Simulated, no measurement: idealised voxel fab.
voxel self aligned vias: a process module
Cross-section cut: width 150 nm, square cells of 5 nm.
A cross-section is a grid of square cells, given in bands from the top down. A band is one or more rows of cells. Per band: top height and bottom height in nm, followed by the left-to-right materials and their widths in nm; "all across" marks a single material spanning edge to edge, "empty" marks empty space. For the purposes of this specification, 0 denotes the height below which the wafer in its as-received condition is composed wholly of one material, and the lowermost band, lacking a lower limit, extends downward without end, as expressed in "0 down". A width given as "30 to 40" starts at the first number in the band's top row and ends at the second number in its bottom row, shifting by an equal amount at every step from row to row. When a step is marked "no alterations made", none of the cells in the cross-section changed during that step. Each empty space that has no open way to the top and spans at least 8 cells appears under "Enclosed cavity list" as width x height at distance, the distance counted from the left edge, all in nm. Heads up: the bit after the settings on a step's line is the simulator's remark on that step. Each step line may optionally specify "overlay nm", which for a step with a mask gives the rightward distance between the mask's planned place and where it lay, a negative value indicating the leftward direction.
-- So here's the lineup of process steps we planned
1 op RECEIVE | material Si
2 op CONFORMAL_DEP | material SiO2 | thk nm 15
3 op CONFORMAL_DEP | material SiCN | thk nm 5
4 op DIRECTIONAL_DEP | material SiO2 | thk nm 30
5 op PATTERN | tone open | mask id LINES | material resist | width nm 25 | pitch nm 65 | thk nm 15 | overlay nm 0
6 op DIRECTIONAL_ETCH | etch materials SiO2 | depth nm 30
7 op STRIP | etch materials resist
8 op CONFORMAL_DEP | material TiN | thk nm 5
9 op FILL_DEP | material W | thk nm 5
10 op CMP | height nm 50
11 op SELECTIVE_ETCH | etch materials W Ru TiN | depth nm 5
12 op FILL_DEP | material SiN | thk nm 10
13 op CMP | height nm 50
14 op DIRECTIONAL_DEP | material SiO2 | thk nm 15
15 op DIRECTIONAL_DEP | material aC | thk nm 10
16 op PATTERN | tone open | mask id VIAS | material resist | width nm 45 | thk nm 30 | overlay nm 0
17 op DIRECTIONAL_ETCH | etch materials aC | depth nm 10
18 op STRIP | etch materials resist
19 op DIRECTIONAL_ETCH | etch materials SiO2 | depth nm 15
20 op DIRECTIONAL_ETCH | etch materials SiN | depth nm 5
21 op STRIP | etch materials aC
22 op CONFORMAL_DEP | material TiN | thk nm 5
23 op FILL_DEP | material Cu | thk nm 5
24 op CMP | height nm 65
25 op CONFORMAL_DEP | material SiN | thk nm 5
-- Wafer as received: cross-section following step 1
	0 down: Si all across
	Enclosed cavity list: none
-- Run as planned - first of the two wafers cross-sectioned at the end of the module
	70 to 65: SiN all across
	65 to 55: 20 nm SiO2; 5 nm TiN; 35 nm Cu; 5 nm TiN; 85 nm SiO2
	55 to 50: 20 nm SiO2; 15 nm TiN; 15 nm Cu; 15 nm TiN; 85 nm SiO2
	50 to 45: 30 nm SiO2; 25 nm TiN; 40 nm SiO2; 25 nm SiN; 30 nm SiO2
	45 to 25: 30 nm SiO2; 5 nm TiN; 15 nm W; 5 nm TiN; 40 nm SiO2; 5 nm TiN; 15 nm W; 5 nm TiN; 30 nm SiO2
	25 to 20: 30 nm SiO2; 25 nm TiN; 40 nm SiO2; 25 nm TiN; 30 nm SiO2
	20 to 15: SiCN all across
	15 to 0: SiO2 all across
	0 down: Si all across
	Enclosed cavity list: none
-- Now the second wafer, cross-sectioned at the end of the module. Nothing different at the start, nothing different in the plan compared with the first, just one mistake when it was actually run
	70 to 65: SiN all across
	65 to 55: 20 nm SiO2; 5 nm TiN; 40 nm Cu; 5 nm TiN; 80 nm SiO2
	55 to 50: 20 nm SiO2; 15 nm TiN; 15 nm Cu; 20 nm TiN; 80 nm SiO2
	50 to 45: 30 nm SiO2; 25 nm TiN; 40 nm SiO2; 25 nm SiN; 30 nm SiO2
	45 to 25: 30 nm SiO2; 5 nm TiN; 15 nm W; 5 nm TiN; 40 nm SiO2; 5 nm TiN; 15 nm W; 5 nm TiN; 30 nm SiO2
	25 to 20: 30 nm SiO2; 25 nm TiN; 40 nm SiO2; 25 nm TiN; 30 nm SiO2
	20 to 15: SiCN all across
	15 to 0: SiO2 all across
	0 down: Si all across
	Enclosed cavity list: none
Misprocessing identified: step 16 was not run as planned; what actually ran was op PATTERN | tone open | mask id VIAS | material resist | width nm 50 | thk nm 30 | overlay nm 0
Cell-count delta at end, second wafer over first, by material: Cu +2 | SiO2 -3 | TiN +1
